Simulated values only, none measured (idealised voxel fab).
The following process module bears the name voxel gate over fins.
165 nm wide, 5 nm square cells: that's cross-section cut.
Throughout this document, each cross-section is represented as a grid of square cells and is presented as a sequence of bands enumerated from the top downward, where a band comprises one or more rows of cells. It is stipulated that each band's entry specify, in nanometres, the height of the top of the band and then that of its bottom, followed by the materials of the band in left-to-right sequence, each together with its width in nanometres. A single material marked by the word "full width" is understood to fill the band from edge to edge; the word "empty" is understood to denote empty space. Where do heights start? At 0: under that level the wafer as delivered is made of one material only. And the lowest band has no floor; it just carries on downward, as in "z 0 and below". A width such as "30 to 40" changes by the same amount from each row of cells to the next, from the band's top row to its bottom row. "remains unaltered" after a step means that no cell of the cross-section changed. So "Fully sealed voids" is basically the list of trapped voids: any empty space of 8 cells or more that can't reach the top through an opening. They're written width x height at distance, the distance being from the left edge, and it's all nm. Heads up: the bit after the settings on a step's line is the simulator's remark on that step. On any step carrying a mask, the "overlay nm" setting, if present on the step's line, tells how far right of its planned place the mask lay; negative values point to the left.
Steps planned for the process:
1) RECEIVE with material Si
2) CONFORMAL_DEP with material SiN, thk nm 5
3) MASKED_ETCH with tone cover, mask id FINS, width nm 15, pitch nm 40, etch materials SiN, depth nm 5, overlay nm 0
4) MASKED_ETCH with tone cover, mask id FINS, width nm 15, pitch nm 40, etch materials Si, depth nm 30, overlay nm 0
5) OXIDIZE with depth nm 5
6) FILL_DEP with material SiO2, thk nm 10
7) CMP with height nm 5
8) SELECTIVE_ETCH with etch materials SiO2, depth nm 15
9) STRIP with etch materials SiN
10) CONFORMAL_DEP with material HfO2, thk nm 5
11) CONFORMAL_DEP with material TiN, thk nm 5
12) CONFORMAL_DEP with material TiAl, thk nm 5
13) CONFORMAL_DEP with material TiN, thk nm 5
14) FILL_DEP with material W, thk nm 10
15) CMP with height nm 25
16) CONFORMAL_DEP with material SiN, thk nm 10
Cross-sectional view of the wafer in its as-received condition, corresponding to the state after step 1:
> z 0 and below = Si full width
> Fully sealed voids: none
The module was run from the start shown above using the plan shown above, but one mistake was made doing it; the resulting wafer cross-section is below:
> z 35 to 25 = SiN full width
> z 25 to 20 = W full width
> z 20 to 15 = W: 20, then TiN: 130, then W: 15
> z 15 to 10 = W: 20, then TiN: 5, then TiAl: 120, then TiN: 5, then W: 15
> z 10 to 5 = TiN: 25, then TiAl: 5, then TiN: 30, then TiAl: 10, then TiN: 30, then TiAl: 10, then TiN: 30, then TiAl: 5, then TiN: 20
> z 5 to 0 = TiAl: 30, then TiN: 5, then HfO2: 20, then TiN: 5, then TiAl: 10, then TiN: 5, then HfO2: 20, then TiN: 5, then TiAl: 10, then TiN: 5, then HfO2: 20, then TiN: 5, then TiAl: 25
> z 0 to -5 = TiN: 35, then HfO2: 5, then Si: 10, then HfO2: 5, then TiN: 20, then HfO2: 5, then Si: 10, then HfO2: 5, then TiN: 20, then HfO2: 5, then Si: 10, then HfO2: 5, then TiN: 30
> z -5 to -10 = HfO2: 40, then Si: 10, then HfO2: 30, then Si: 10, then HfO2: 30, then Si: 10, then HfO2: 35
> z -10 to -35 = SiO2: 40, then Si: 10, then SiO2: 30, then Si: 10, then SiO2: 30, then Si: 10, then SiO2: 35
> z -35 and below = Si full width
> Fully sealed voids: none
Error vs. plan: step 3 went in with a setting other than planned; the actual run was MASKED_ETCH with tone cover, mask id FINS, width nm 20, pitch nm 40, etch materials SiN, depth nm 5, overlay nm 0
